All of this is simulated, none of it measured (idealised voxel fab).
Presented below is a process module, voxel transistor to metal.
Section shown: cut. Width: 270 nm. Cell size: 5 nm, square.
This document writes a cross-section as a grid whose cells are square, and gives it as bands, listed from the top down; one or more rows of cells form a band.
Per band: top height and bottom height in nm, followed by the left-to-right materials and their widths in nm; "full width" marks a single material spanning edge to edge, "air" marks empty space.
Basically, 0 is our baseline, since under it the wafer straight out of the box is all one material. The bottom band has no lower end and keeps on going down, so it looks like "0 and below".
With a width like "30->40", each row of cells in the band differs from the next by the same amount, the top row carrying the first number and the bottom row the second.
The designation "nothing was modified", where it is given for a processing step, indicates that no cell of the cross-section was altered in the course of that step.
Enclosed voids (no open way to top), threshold 8 cells or more, entry "Entrapped voids", notation width x height at distance, distance from left edge, nm.
Text after the settings on a step's line: the simulator's own remark on that step.
overlay nm: on a step with a mask, how far right of its planned place the mask lay; negative means left.
This section lists the process steps that were planned
1) RECEIVE (material Si)
2) CONFORMAL_DEP (material SiO2; thk nm 5)
3) CONFORMAL_DEP (material SiN; thk nm 10)
4) DIRECTIONAL_DEP (material aC; thk nm 15)
5) PATTERN (tone cover; mask id ACTIVE; material resist; width nm 105; pitch nm 135; thk nm 30; overlay nm 0)
6) DIRECTIONAL_ETCH (etch materials aC; depth nm 15)
7) STRIP (etch materials resist)
8) DIRECTIONAL_ETCH (etch materials SiN; depth nm 10)
9) DIRECTIONAL_ETCH (etch materials SiO2; depth nm 5)
10) DIRECTIONAL_ETCH (etch materials Si; depth nm 30)
11) STRIP (etch materials aC)
12) FILL_DEP (material SiO2; thk nm 10)
13) CMP (height nm 15)
14) SELECTIVE_ETCH (etch materials SiO2; depth nm 10)
15) STRIP (etch materials SiN)
16) SELECTIVE_ETCH (etch materials SiO2; depth nm 5)
17) OXIDIZE (depth nm 5)
18) DIRECTIONAL_DEP (material polySi; thk nm 25)
19) DIRECTIONAL_DEP (material SiCN; thk nm 15)
20) MASKED_ETCH (tone cover; mask id GATE; width nm 15; pitch nm 135; etch materials SiCN; depth nm 25; overlay nm 0)
21) MASKED_ETCH (tone cover; mask id GATE; width nm 15; pitch nm 135; etch materials polySi; depth nm 35; overlay nm 0)
22) CONFORMAL_DEP (material SiN; thk nm 5)
23) DIRECTIONAL_ETCH (etch materials SiN; depth nm 5)
24) DIRECTIONAL_ETCH (etch materials SiO2; depth nm 5)
25) DIRECTIONAL_ETCH (etch materials Si; depth nm 15)
26) EPI (material pSi; thk nm 20)
27) FILL_DEP (material SiO2; thk nm 5)
28) CMP (height nm 40)
29) DIRECTIONAL_DEP (material SiO2; thk nm 15)
30) DIRECTIONAL_DEP (material aC; thk nm 10)
31) PATTERN (tone open; mask id CONTACT; material resist; width nm 35; thk nm 30; overlay nm 0)
32) DIRECTIONAL_ETCH (etch materials aC; depth nm 10)
33) STRIP (etch materials resist)
34) DIRECTIONAL_ETCH (etch materials SiO2; depth nm 55)
35) STRIP (etch materials aC)
36) CONFORMAL_DEP (material TiN; thk nm 5)
37) FILL_DEP (material W; thk nm 5)
38) CMP (height nm 55)
39) DIRECTIONAL_DEP (material TiN; thk nm 5)
40) DIRECTIONAL_DEP (material W; thk nm 20)
41) MASKED_ETCH (tone cover; mask id METAL_1; width nm 20; etch materials W; depth nm 20; overlay nm 0)
42) MASKED_ETCH (tone cover; mask id METAL_1; width nm 20; etch materials TiN; depth nm 5; overlay nm 0)
43) CONFORMAL_DEP (material SiN; thk nm 5)
44) FILL_DEP (material SiO2; thk nm 5)
45) CMP (height nm 80)
46) CONFORMAL_DEP (material SiCN; thk nm 5)
47) DIRECTIONAL_DEP (material lowk; thk nm 35)
48) DIRECTIONAL_DEP (material aC; thk nm 15)
49) PATTERN (tone open; mask id METAL_2_HOLES; material resist; width nm 15; pitch nm 135; thk nm 35; overlay nm 0)
50) DIRECTIONAL_ETCH (etch materials aC; depth nm 15)
51) STRIP (etch materials resist)
52) DIRECTIONAL_ETCH (etch materials lowk; depth nm 35)
53) STRIP (etch materials aC)
54) DIRECTIONAL_DEP (material aC; thk nm 10)
55) PATTERN (tone open; mask id METAL_2; material resist; width nm 20; pitch nm 135; thk nm 30; overlay nm 0)
56) DIRECTIONAL_ETCH (etch materials aC; depth nm 10)
57) STRIP (etch materials resist)
58) DIRECTIONAL_ETCH (etch materials lowk; depth nm 20)
59) DIRECTIONAL_ETCH (etch materials SiCN; depth nm 5)
60) STRIP (etch materials aC)
61) CONFORMAL_DEP (material TiN; thk nm 5)
62) FILL_DEP (material Cu; thk nm 5)
63) CMP (height nm 120)
64) CONFORMAL_DEP (material SiCN; thk nm 5)
Cross-section of the wafer upon arrival, representing the state reached after step 1
  0 and below: Si full width
  Entrapped voids: none
Cross-sectional result after module completion. Note: starting condition and plan are unchanged from above; one processing mistake was made
  125 down to 120: SiCN full width
  120 down to 105: 20 lowk  5 TiN  10 Cu  5 TiN  115 lowk  5 TiN  10 Cu  5 TiN  95 lowk
  105 down to 100: 20 lowk  5 TiN  5 Cu  10 TiN  115 lowk  5 TiN  5 Cu  10 TiN  95 lowk
  100 down to 85: 20 lowk  5 TiN  5 Cu  5 TiN  120 lowk  5 TiN  5 Cu  5 TiN  100 lowk
  85 down to 80: 20 SiCN  15 TiN  120 SiCN  15 TiN  100 SiCN
  80 down to 60: 15 SiO2  5 SiN  20 W  5 SiN  45 SiO2  5 SiN  20 W  5 SiN  30 SiO2  5 SiN  20 W  5 SiN  45 SiO2  5 SiN  20 W  5 SiN  15 SiO2
  60 down to 55: 20 SiN  20 TiN  55 SiN  20 TiN  40 SiN  20 TiN  55 SiN  20 TiN  20 SiN
  55 down to 40: 20 SiO2  5 TiN  25 W  5 TiN  25 SiO2  5 TiN  25 W  5 TiN  40 SiO2  5 TiN  25 W  5 TiN  25 SiO2  5 TiN  25 W  5 TiN  20 SiO2
  40 down to 25: 20 SiO2  5 TiN  25 W  5 TiN  5 SiN  15 SiCN  5 SiN  5 TiN  25 W  5 TiN  40 SiO2  5 TiN  25 W  5 TiN  5 SiN  15 SiCN  5 SiN  5 TiN  25 W  5 TiN  20 SiO2
  25 down to 5: 20 SiO2  5 TiN  25 W  5 TiN  5 SiN  15 polySi  5 SiN  5 TiN  25 W  5 TiN  40 SiO2  5 TiN  25 W  5 TiN  5 SiN  15 polySi  5 SiN  5 TiN  25 W  5 TiN  20 SiO2
  5 down to 0: 20 SiO2  35 TiN  5 SiN  15 polySi  5 SiN  35 TiN  40 SiO2  35 TiN  5 SiN  15 polySi  5 SiN  35 TiN  20 SiO2
  0 down to -10: SiO2 full width
  -10 down to -30: 15 SiO2  105 Si  30 SiO2  105 Si  15 SiO2
  -30 and below: Si full width
  Entrapped voids: none
Want to know what went wrong? note that step 17 departed from the planned setting and was carried out as OXIDIZE (depth nm 10)
